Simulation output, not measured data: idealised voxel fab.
The following process module bears the name voxel gate over fins.
Square cell edge 5 nm, section width 140 nm, ID cut.
This document writes a cross-section as a grid whose cells are square, and gives it as bands, listed from the top down; one or more rows of cells form a band.
Look at the band entry: it leads with the top's height and the bottom's height in nm. Then it lists the materials left to right, with a width in nm for each. The word "throughout" on a single material says that material fills the band edge to edge. The word "blank" is empty space.
Basically, 0 is our baseline, since under it the wafer straight out of the box is all one material. The bottom band has no lower end and keeps on going down, so it looks like "0 -> down".
So if you see something like "30->40" for the width, read it as the top row of the band sitting at the first number and the bottom row at the second, with every row in between moving by the same amount as the last.
Given "remained unchanged" for a step, no cell of the cross-section differs between before and after that step.
In "Enclosed cavity list" the enclosed voids are listed, meaning empty spaces of 8 cells or larger without any opening to the top. The form is width x height at distance, distance from the left edge, units nm.
It should be noted that, on the line of a given step, the content following the step's settings is a remark produced by the simulator itself with respect to that step.
overlay nm: step with mask; distance mask lay right of planned place; negative value = left of planned place.

The planned process steps are enumerated hereunder:
1,RECEIVE: material Si
2,CONFORMAL_DEP: material SiN, thk nm 5
3,PATTERN: tone cover, mask id FINS, material resist, width nm 15, pitch nm 45, thk nm 15, overlay nm 0
4,DIRECTIONAL_ETCH: etch materials SiN, depth nm 5
5,DIRECTIONAL_ETCH: etch materials Si, depth nm 30
6,STRIP: etch materials resist
7,OXIDIZE: depth nm 5
8,FILL_DEP: material SiO2, thk nm 15
9,CMP: height nm 5
10,SELECTIVE_ETCH: etch materials SiO2, depth nm 20
11,STRIP: etch materials SiN
12,CONFORMAL_DEP: material HfO2, thk nm 5
13,CONFORMAL_DEP: material TiN, thk nm 5
14,CONFORMAL_DEP: material TiAl, thk nm 5
15,CONFORMAL_DEP: material TiN, thk nm 5
16,FILL_DEP: material W, thk nm 15
17,CMP: height nm 30
18,CONFORMAL_DEP: material SiN, thk nm 5

The first of two wafers, run as planned:

Cross-section, incoming material, after step 1:
0 -> down: Si throughout
Enclosed cavity list: none

After step 2: wafer cross-section:
5 -> 0: SiN throughout
Everything below 0 is unchanged.

After step 3: wafer cross-section:
20 -> 5: blank: 40 | resist: 15 | blank: 30 | resist: 15 | blank: 40
Everything below 5 is unchanged.

After step 4: wafer cross-section:
20 -> 5: blank: 40 | resist: 15 | blank: 30 | resist: 15 | blank: 40
5 -> 0: blank: 40 | SiN: 15 | blank: 30 | SiN: 15 | blank: 40
Everything below 0 is unchanged.

After step 5: wafer cross-section:
20 -> 5: blank: 40 | resist: 15 | blank: 30 | resist: 15 | blank: 40
5 -> 0: blank: 40 | SiN: 15 | blank: 30 | SiN: 15 | blank: 40
0 -> -30: blank: 40 | Si: 15 | blank: 30 | Si: 15 | blank: 40
Everything below -30 is unchanged.

After step 6: wafer cross-section:
5 -> 0: blank: 40 | SiN: 15 | blank: 30 | SiN: 15 | blank: 40
Everything below 0 is unchanged.

After step 7: wafer cross-section:
5 -> 0: blank: 40 | SiN: 15 | blank: 30 | SiN: 15 | blank: 40
0 -> -30: blank: 40 | SiO2: 5 | Si: 5 | SiO2: 5 | blank: 30 | SiO2: 5 | Si: 5 | SiO2: 5 | blank: 40
-30 -> -35: SiO2: 45 | Si: 5 | SiO2: 40 | Si: 5 | SiO2: 45
Everything below -35 is unchanged.

After step 8: wafer cross-section:
20 -> 5: SiO2 throughout
5 -> 0: SiO2: 40 | SiN: 15 | SiO2: 30 | SiN: 15 | SiO2: 40
0 -> -35: SiO2: 45 | Si: 5 | SiO2: 40 | Si: 5 | SiO2: 45
Everything below -35 is unchanged.

After step 9: wafer cross-section:
5 -> 0: SiO2: 40 | SiN: 15 | SiO2: 30 | SiN: 15 | SiO2: 40
Everything below 0 is unchanged.

After step 10: wafer cross-section:
5 -> 0: blank: 40 | SiN: 15 | blank: 30 | SiN: 15 | blank: 40
0 -> -15: blank: 45 | Si: 5 | blank: 40 | Si: 5 | blank: 45
Everything below -15 is unchanged.

After step 11: wafer cross-section:
0 -> -15: blank: 45 | Si: 5 | blank: 40 | Si: 5 | blank: 45
Everything below -15 is unchanged.

After step 12: wafer cross-section:
5 -> 0: blank: 40 | HfO2: 15 | blank: 30 | HfO2: 15 | blank: 40
0 -> -10: blank: 40 | HfO2: 5 | Si: 5 | HfO2: 5 | blank: 30 | HfO2: 5 | Si: 5 | HfO2: 5 | blank: 40
-10 -> -15: HfO2: 45 | Si: 5 | HfO2: 40 | Si: 5 | HfO2: 45
Everything below -15 is unchanged.

After step 13: wafer cross-section:
10 -> 5: blank: 35 | TiN: 25 | blank: 20 | TiN: 25 | blank: 35
5 -> 0: blank: 35 | TiN: 5 | HfO2: 15 | TiN: 5 | blank: 20 | TiN: 5 | HfO2: 15 | TiN: 5 | blank: 35
0 -> -5: blank: 35 | TiN: 5 | HfO2: 5 | Si: 5 | HfO2: 5 | TiN: 5 | blank: 20 | TiN: 5 | HfO2: 5 | Si: 5 | HfO2: 5 | TiN: 5 | blank: 35
-5 -> -10: TiN: 40 | HfO2: 5 | Si: 5 | HfO2: 5 | TiN: 30 | HfO2: 5 | Si: 5 | HfO2: 5 | TiN: 40
Everything below -10 is unchanged.

After step 14: wafer cross-section:
15 -> 10: blank: 30 | TiAl: 35 | blank: 10 | TiAl: 35 | blank: 30
10 -> 5: blank: 30 | TiAl: 5 | TiN: 25 | TiAl: 5 | blank: 10 | TiAl: 5 | TiN: 25 | TiAl: 5 | blank: 30
5 -> 0: blank: 30 | TiAl: 5 | TiN: 5 | HfO2: 15 | TiN: 5 | TiAl: 5 | blank: 10 | TiAl: 5 | TiN: 5 | HfO2: 15 | TiN: 5 | TiAl: 5 | blank: 30
0 -> -5: TiAl: 35 | TiN: 5 | HfO2: 5 | Si: 5 | HfO2: 5 | TiN: 5 | TiAl: 20 | TiN: 5 | HfO2: 5 | Si: 5 | HfO2: 5 | TiN: 5 | TiAl: 35
Everything below -5 is unchanged.

After step 15: wafer cross-section:
20 -> 15: blank: 25 | TiN: 90 | blank: 25
15 -> 10: blank: 25 | TiN: 5 | TiAl: 35 | TiN: 10 | TiAl: 35 | TiN: 5 | blank: 25
10 -> 5: blank: 25 | TiN: 5 | TiAl: 5 | TiN: 25 | TiAl: 5 | TiN: 10 | TiAl: 5 | TiN: 25 | TiAl: 5 | TiN: 5 | blank: 25
5 -> 0: TiN: 30 | TiAl: 5 | TiN: 5 | HfO2: 15 | TiN: 5 | TiAl: 5 | TiN: 10 | TiAl: 5 | TiN: 5 | HfO2: 15 | TiN: 5 | TiAl: 5 | TiN: 30
Everything below 0 is unchanged.

After step 16: wafer cross-section:
35 -> 20: W throughout
20 -> 15: W: 25 | TiN: 90 | W: 25
15 -> 10: W: 25 | TiN: 5 | TiAl: 35 | TiN: 10 | TiAl: 35 | TiN: 5 | W: 25
10 -> 5: W: 25 | TiN: 5 | TiAl: 5 | TiN: 25 | TiAl: 5 | TiN: 10 | TiAl: 5 | TiN: 25 | TiAl: 5 | TiN: 5 | W: 25
Everything below 5 is unchanged.

After step 17: wafer cross-section:
30 -> 20: W throughout
Everything below 20 is unchanged.

After step 18: wafer cross-section:
35 -> 30: SiN throughout
Everything below 30 is unchanged.

It is to be noted that the second wafer proceeded from the same initial state and according to the same plan as the first, although one mistake was committed in its execution; through step 2, inclusive, the two wafers share an identical history:

Cross-section, second wafer, at the end time the plan gives for step 3:
20 -> 5: blank: 35 | resist: 15 | blank: 30 | resist: 15 | blank: 45
Everything below 5 is unchanged.

Cross-section, second wafer, at the end time the plan gives for step 4:
20 -> 5: blank: 35 | resist: 15 | blank: 30 | resist: 15 | blank: 45
5 -> 0: blank: 35 | SiN: 15 | blank: 30 | SiN: 15 | blank: 45
Everything below 0 is unchanged.

Cross-section, second wafer, at the end time the plan gives for step 5:
20 -> 5: blank: 35 | resist: 15 | blank: 30 | resist: 15 | blank: 45
5 -> 0: blank: 35 | SiN: 15 | blank: 30 | SiN: 15 | blank: 45
0 -> -30: blank: 35 | Si: 15 | blank: 30 | Si: 15 | blank: 45
Everything below -30 is unchanged.

Cross-section, second wafer, at the end time the plan gives for step 6:
5 -> 0: blank: 35 | SiN: 15 | blank: 30 | SiN: 15 | blank: 45
Everything below 0 is unchanged.

Cross-section, second wafer, at the end time the plan gives for step 7:
5 -> 0: blank: 35 | SiN: 15 | blank: 30 | SiN: 15 | blank: 45
0 -> -30: blank: 35 | SiO2: 5 | Si: 5 | SiO2: 5 | blank: 30 | SiO2: 5 | Si: 5 | SiO2: 5 | blank: 45
-30 -> -35: SiO2: 40 | Si: 5 | SiO2: 40 | Si: 5 | SiO2: 50
Everything below -35 is unchanged.

Cross-section, second wafer, at the end time the plan gives for step 8:
20 -> 5: SiO2 throughout
5 -> 0: SiO2: 35 | SiN: 15 | SiO2: 30 | SiN: 15 | SiO2: 45
0 -> -35: SiO2: 40 | Si: 5 | SiO2: 40 | Si: 5 | SiO2: 50
Everything below -35 is unchanged.

Cross-section, second wafer, at the end time the plan gives for step 9:
5 -> 0: SiO2: 35 | SiN: 15 | SiO2: 30 | SiN: 15 | SiO2: 45
Everything below 0 is unchanged.

Cross-section, second wafer, at the end time the plan gives for step 10:
5 -> 0: blank: 35 | SiN: 15 | blank: 30 | SiN: 15 | blank: 45
0 -> -15: blank: 40 | Si: 5 | blank: 40 | Si: 5 | blank: 50
Everything below -15 is unchanged.

Cross-section, second wafer, at the end time the plan gives for step 11:
0 -> -15: blank: 40 | Si: 5 | blank: 40 | Si: 5 | blank: 50
Everything below -15 is unchanged.

Cross-section, second wafer, at the end time the plan gives for step 12:
5 -> 0: blank: 35 | HfO2: 15 | blank: 30 | HfO2: 15 | blank: 45
0 -> -10: blank: 35 | HfO2: 5 | Si: 5 | HfO2: 5 | blank: 30 | HfO2: 5 | Si: 5 | HfO2: 5 | blank: 45
-10 -> -15: HfO2: 40 | Si: 5 | HfO2: 40 | Si: 5 | HfO2: 50
Everything below -15 is unchanged.

Cross-section, second wafer, at the end time the plan gives for step 13:
10 -> 5: blank: 30 | TiN: 25 | blank: 20 | TiN: 25 | blank: 40
5 -> 0: blank: 30 | TiN: 5 | HfO2: 15 | TiN: 5 | blank: 20 | TiN: 5 | HfO2: 15 | TiN: 5 | blank: 40
0 -> -5: blank: 30 | TiN: 5 | HfO2: 5 | Si: 5 | HfO2: 5 | TiN: 5 | blank: 20 | TiN: 5 | HfO2: 5 | Si: 5 | HfO2: 5 | TiN: 5 | blank: 40
-5 -> -10: TiN: 35 | HfO2: 5 | Si: 5 | HfO2: 5 | TiN: 30 | HfO2: 5 | Si: 5 | HfO2: 5 | TiN: 45
Everything below -10 is unchanged.

Cross-section, second wafer, at the end time the plan gives for step 14:
15 -> 10: blank: 25 | TiAl: 35 | blank: 10 | TiAl: 35 | blank: 35
10 -> 5: blank: 25 | TiAl: 5 | TiN: 25 | TiAl: 5 | blank: 10 | TiAl: 5 | TiN: 25 | TiAl: 5 | blank: 35
5 -> 0: blank: 25 | TiAl: 5 | TiN: 5 | HfO2: 15 | TiN: 5 | TiAl: 5 | blank: 10 | TiAl: 5 | TiN: 5 | HfO2: 15 | TiN: 5 | TiAl: 5 | blank: 35
0 -> -5: TiAl: 30 | TiN: 5 | HfO2: 5 | Si: 5 | HfO2: 5 | TiN: 5 | TiAl: 20 | TiN: 5 | HfO2: 5 | Si: 5 | HfO2: 5 | TiN: 5 | TiAl: 40
Everything below -5 is unchanged.

Cross-section, second wafer, at the end time the plan gives for step 15:
20 -> 15: blank: 20 | TiN: 90 | blank: 30
15 -> 10: blank: 20 | TiN: 5 | TiAl: 35 | TiN: 10 | TiAl: 35 | TiN: 5 | blank: 30
10 -> 5: blank: 20 | TiN: 5 | TiAl: 5 | TiN: 25 | TiAl: 5 | TiN: 10 | TiAl: 5 | TiN: 25 | TiAl: 5 | TiN: 5 | blank: 30
5 -> 0: TiN: 25 | TiAl: 5 | TiN: 5 | HfO2: 15 | TiN: 5 | TiAl: 5 | TiN: 10 | TiAl: 5 | TiN: 5 | HfO2: 15 | TiN: 5 | TiAl: 5 | TiN: 35
Everything below 0 is unchanged.

Cross-section, second wafer, at the end time the plan gives for step 16:
35 -> 20: W throughout
20 -> 15: W: 20 | TiN: 90 | W: 30
15 -> 10: W: 20 | TiN: 5 | TiAl: 35 | TiN: 10 | TiAl: 35 | TiN: 5 | W: 30
10 -> 5: W: 20 | TiN: 5 | TiAl: 5 | TiN: 25 | TiAl: 5 | TiN: 10 | TiAl: 5 | TiN: 25 | TiAl: 5 | TiN: 5 | W: 30
Everything below 5 is unchanged.

Cross-section, second wafer, at the end time the plan gives for step 17:
30 -> 20: W throughout
Everything below 20 is unchanged.

Cross-section, second wafer, at the end time the plan gives for step 18:
35 -> 30: SiN throughout
Everything below 30 is unchanged.
Short version of what went wrong: step 3 off recipe, ran as PATTERN: tone cover, mask id FINS, material resist, width nm 15, pitch nm 45, thk nm 15, overlay nm -5
In the final comparison it is observed that the number of cells assigned to each material is identical for the two wafers, whereas their placement is not.
